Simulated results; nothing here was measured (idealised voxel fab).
process module | voxel air gaps
cross-section cut | 250 nm wide | cells 5 nm
A cross-section is a grid of square cells, given in bands from the top down. A band is one or more rows of cells.
Each band's line starts with the height of the band's top and of its bottom, in nm. Then come its materials from left to right, each with its width in nm. One material with "throughout" fills the band from edge to edge. "air" is empty space.
Height 0 is the level under which the wafer as received is all one material. The lowest band goes on downwards, as in "0 down".
A width such as "30 to 40" changes by the same amount from each row of cells to the next, from the band's top row to its bottom row.
"no change" after a step means that no cell of the cross-section changed.
closed voids: empty space of 8 cells or more with no open way to the top, each as width x height at its distance from the left edge, in nm
after a step's settings: what the simulator itself notes on the step
overlay nm, on a step with a mask: how far to the right of its planned place the mask lay; to the left if negative
plan
1 op RECEIVE | material Si
2 op CONFORMAL_DEP | material SiO2 | thk nm 10
3 op CONFORMAL_DEP | material SiN | thk nm 5
4 op DIRECTIONAL_DEP | material SiO2 | thk nm 35
5 op DIRECTIONAL_DEP | material aC | thk nm 10
6 op PATTERN | tone open | mask id LINES | material resist | width nm 15 | pitch nm 45 | thk nm 25 | overlay nm 0
7 op DIRECTIONAL_ETCH | etch materials aC | depth nm 10
8 op STRIP | etch materials resist
9 op DIRECTIONAL_ETCH | etch materials SiO2 | depth nm 35
10 op STRIP | etch materials aC
11 op CONFORMAL_DEP | material TiN | thk nm 5
12 op FILL_DEP | material W | thk nm 5
13 op CMP | height nm 50
14 op EPI | material Ru | thk nm 10
15 op SELECTIVE_ETCH | etch materials SiO2 | depth nm 45
16 op CONFORMAL_DEP | material SiN | thk nm 5
as received, after step 1
  0 down: Si throughout
  closed voids: none
a wafer at the end: this start, this plan, one mistake
  65 to 60: air 50 | SiN 135 | air 65
  60 to 50: air 50 | SiN 5 | Ru 35 | SiN 10 | Ru 35 | SiN 10 | Ru 35 | SiN 5 | air 65
  50 to 45: air 50 | SiN 15 | TiN 5 | W 5 | TiN 5 | SiN 30 | TiN 5 | W 5 | TiN 5 | SiN 30 | TiN 5 | W 5 | TiN 5 | SiN 15 | air 65
  45 to 20: air 60 | SiN 5 | TiN 5 | W 5 | TiN 5 | SiN 5 | air 20 | SiN 5 | TiN 5 | W 5 | TiN 5 | SiN 5 | air 20 | SiN 5 | TiN 5 | W 5 | TiN 5 | SiN 5 | air 75
  20 to 15: SiN 65 | TiN 15 | SiN 30 | TiN 15 | SiN 30 | TiN 15 | SiN 80
  15 to 10: SiN throughout
  10 to 0: SiO2 throughout
  0 down: Si throughout
  closed voids: 20 x 25 at 85; 20 x 25 at 130
what went wrong: step 6 ran as: op PATTERN | tone open | mask id LINES | material resist | width nm 15 | pitch nm 45 | thk nm 25 | overlay nm -5
